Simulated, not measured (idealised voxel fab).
The process module that follows is named voxel local oxidation.
Xsec cut, 290 nm wide, square cell size 5 nm.
Cross-section, as written here: a square-cell grid given band by band from the top down, where a band holds one or more rows of cells. For a band, the entry starts with two heights in nm, that of the top and then that of the bottom, and carries on with the band's materials in order from left to right, each alongside its width in nm; the word "edge to edge" beside a single material means it fills the band edge to edge, and "blank" means empty space. Zero point of the height axis is 0; under it, received wafer = one material. Lowest band: continues down indefinitely, "0 -> down". Graded width ("30 to 40"): value in top row of band = first number; value in bottom row = second number; row-to-row change constant. The designation "nothing different", where it is given for a processing step, indicates that no cell of the cross-section was altered in the course of that step. This entry, "Closed void catalog", enumerates those empty regions of no fewer than 8 cells that possess no open connection to the top. Each region is reported in the form width x height at distance, the distance being taken from the left edge, with all three quantities expressed in nm. Formally, on a step line, whatever follows the settings is a remark that the simulator itself makes on the step. overlay nm: step with mask; distance mask lay right of planned place; negative value = left of planned place.

The following list gives the planned process steps:
1: RECEIVE | material Si
2: CONFORMAL_DEP | material SiO2 | thk nm 5
3: CONFORMAL_DEP | material SiN | thk nm 15
4: MASKED_ETCH | tone cover | mask id ACTIVE | width nm 90 | pitch nm 130 | etch materials SiN | depth nm 15 | overlay nm 0
5: SELECTIVE_ETCH | etch materials SiO2 | depth nm 5
6: OXIDIZE | depth nm 15
7: STRIP | etch materials SiN

Wafer at receipt (post step 1), cross-section:
    0 -> down  Si edge to edge
    Closed void catalog: none

Cross-section: first of two wafers, module finished, run according to plan:
    5 -> 0  blank 40, SiO2 80, blank 50, SiO2 80, blank 40
    0 -> -15  SiO2 55, Si 50, SiO2 80, Si 50, SiO2 55
    -15 -> down  Si edge to edge
    Closed void catalog: none

Second wafer cross-section at end of module - shared start and plan with the first, one mistake in the run:
    5 -> 0  blank 40, SiO2 80, blank 50, SiO2 80, blank 40
    0 -> -10  SiO2 50, Si 60, SiO2 70, Si 60, SiO2 50
    -10 -> down  Si edge to edge
    Closed void catalog: none
what went wrong: note that step 6 departed from the planned setting and was carried out as OXIDIZE | depth nm 10
Once processing is complete, comparing cell counts shows that the second wafer has more or fewer of certain materials than the first: Si +46 | SiO2 -46
